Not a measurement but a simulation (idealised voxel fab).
Proc. module: voxel ribs on slabs
We display cut, a cross-section 200 nm in width whose square cells are each 5 nm.
The cross-sections in this document take the form of a grid made of square cells. They are written out as bands, in order from top to bottom. Each band consists of one or more rows of cells. Within each band entry, the heights of the top and of the bottom of the band appear first, in that order and in nm; the materials of the band then follow from left to right, each with its corresponding width in nm. The designation "full width" on a single material indicates that it fills the band from edge to edge; the designation "empty" indicates empty space. Note: height 0 marks the level under which the wafer is uniformly one material as received. Lowest band unbounded below, written "z 0 and below". Quick explanation for "30->40": the width changes in equal steps down the rows of cells, from the first number in the band's top row to the second number in its bottom row. No cell of the cross-section changed in a step that is given as "same as before". Reported under the label "Enclosed void listing" are the empty spaces having no open way to the top and comprising 8 cells or more; the notation for each is width x height at distance, in which the distance is measured from the left edge and all three values are in nm. Note: text after step settings on the step line = simulator remark on that step. "overlay nm", when on a step's line for a step with a mask, measures how far to the right of its planned place the mask lay; a negative measure means to the left.

[Intended process steps]
1) RECEIVE | material Si
2) DIRECTIONAL_DEP | material SiO2 | thk nm 25
3) DIRECTIONAL_DEP | material SiN | thk nm 20
4) DIRECTIONAL_DEP | material aC | thk nm 10
5) PATTERN | tone cover | mask id RIB | material resist | width nm 20 | thk nm 30 | overlay nm 0
6) DIRECTIONAL_ETCH | etch materials aC | depth nm 10
7) STRIP | etch materials resist
8) DIRECTIONAL_ETCH | etch materials SiN | depth nm 10
9) STRIP | etch materials aC
10) PATTERN | tone cover | mask id SLAB | material resist | width nm 80 | thk nm 15 | overlay nm 0
11) DIRECTIONAL_ETCH | etch materials SiN | depth nm 10
12) STRIP | etch materials resist
13) FILL_DEP | material SiO2 | thk nm 25
14) CMP | height nm 65
15) DIRECTIONAL_DEP | material W | thk nm 10
16) PATTERN | tone cover | mask id HEATER | material resist | width nm 30 | thk nm 20 | overlay nm 0
17) DIRECTIONAL_ETCH | etch materials W | depth nm 10
18) STRIP | etch materials resist
19) CONFORMAL_DEP | material SiN | thk nm 5

[Account of the first of two wafers, which was processed as intended]

[Cross-section of the incoming wafer, state after step 1]
    z 0 and below | Si full width
    Enclosed void listing: none

[The wafer, seen in cross-section, after step 2]
    z 25 to 0 | SiO2 full width
    Under the height 0 nothing was changed.

[The wafer, seen in cross-section, after step 3]
    z 45 to 25 | SiN full width
    Under the height 25 nothing was changed.

[The wafer, seen in cross-section, after step 4]
    z 55 to 45 | aC full width
    Under the height 45 nothing was changed.

[The wafer, seen in cross-section, after step 5]
    z 85 to 55 | empty (90), resist (20), empty (90)
    Under the height 55 nothing was changed.

[The wafer, seen in cross-section, after step 6]
    z 75 to 55 | empty (90), resist (20), empty (90)
    z 55 to 45 | empty (90), aC (20), empty (90)
    Under the height 45 nothing was changed.

[The wafer, seen in cross-section, after step 7]
    z 55 to 45 | empty (90), aC (20), empty (90)
    Under the height 45 nothing was changed.

[The wafer, seen in cross-section, after step 8]
    z 55 to 45 | empty (90), aC (20), empty (90)
    z 45 to 35 | empty (90), SiN (20), empty (90)
    Under the height 35 nothing was changed.

[The wafer, seen in cross-section, after step 9]
    z 45 to 35 | empty (90), SiN (20), empty (90)
    Under the height 35 nothing was changed.

[The wafer, seen in cross-section, after step 10]
    z 60 to 45 | empty (60), resist (80), empty (60)
    z 45 to 35 | empty (60), resist (30), SiN (20), resist (30), empty (60)
    Under the height 35 nothing was changed.

[The wafer, seen in cross-section, after step 11]
    z 60 to 45 | empty (60), resist (80), empty (60)
    z 45 to 35 | empty (60), resist (30), SiN (20), resist (30), empty (60)
    z 35 to 25 | empty (60), SiN (80), empty (60)
    Under the height 25 nothing was changed.

[The wafer, seen in cross-section, after step 12]
    z 45 to 35 | empty (90), SiN (20), empty (90)
    Under the height 35 nothing was changed.

[The wafer, seen in cross-section, after step 13]
    z 70 to 45 | SiO2 full width
    z 45 to 35 | SiO2 (90), SiN (20), SiO2 (90)
    z 35 to 25 | SiO2 (60), SiN (80), SiO2 (60)
    Under the height 25 nothing was changed.

[The wafer, seen in cross-section, after step 14]
    z 65 to 45 | SiO2 full width
    Under the height 45 nothing was changed.

[The wafer, seen in cross-section, after step 15]
    z 75 to 65 | W full width
    Under the height 65 nothing was changed.

[The wafer, seen in cross-section, after step 16]
    z 95 to 75 | empty (85), resist (30), empty (85)
    Under the height 75 nothing was changed.

[The wafer, seen in cross-section, after step 17]
    z 95 to 75 | empty (85), resist (30), empty (85)
    z 75 to 65 | empty (85), W (30), empty (85)
    Under the height 65 nothing was changed.

[The wafer, seen in cross-section, after step 18]
    z 75 to 65 | empty (85), W (30), empty (85)
    Under the height 65 nothing was changed.

[The wafer, seen in cross-section, after step 19]
    z 80 to 75 | empty (80), SiN (40), empty (80)
    z 75 to 70 | empty (80), SiN (5), W (30), SiN (5), empty (80)
    z 70 to 65 | SiN (85), W (30), SiN (85)
    Under the height 65 nothing was changed.

[Second wafer, same starting conditions and recipe as the first, one mistake in executing it, nothing differs from the first up to and including step 14]

[Cross-section of the second wafer when, according to plan, step 15 should have finished]
    z 75 to 65 | SiN full width
    Under the height 65 nothing was changed.

[Cross-section of the second wafer when, according to plan, step 16 should have finished]
    z 95 to 75 | empty (85), resist (30), empty (85)
    Under the height 75 nothing was changed.

Cross-section of the second wafer when, according to plan, step 17 should have finished: same as before

[Cross-section of the second wafer when, according to plan, step 18 should have finished]
    z 75 to 65 | SiN full width
    Under the height 65 nothing was changed.

[Cross-section of the second wafer when, according to plan, step 19 should have finished]
    z 80 to 65 | SiN full width
    Under the height 65 nothing was changed.
What was done differently from what was planned? not per plan at step 15, really ran DIRECTIONAL_DEP | material SiN | thk nm 10
Upon completion, the second wafer contains, in terms of cells, a greater or smaller amount of certain materials than the first wafer: SiN +76 | W -12
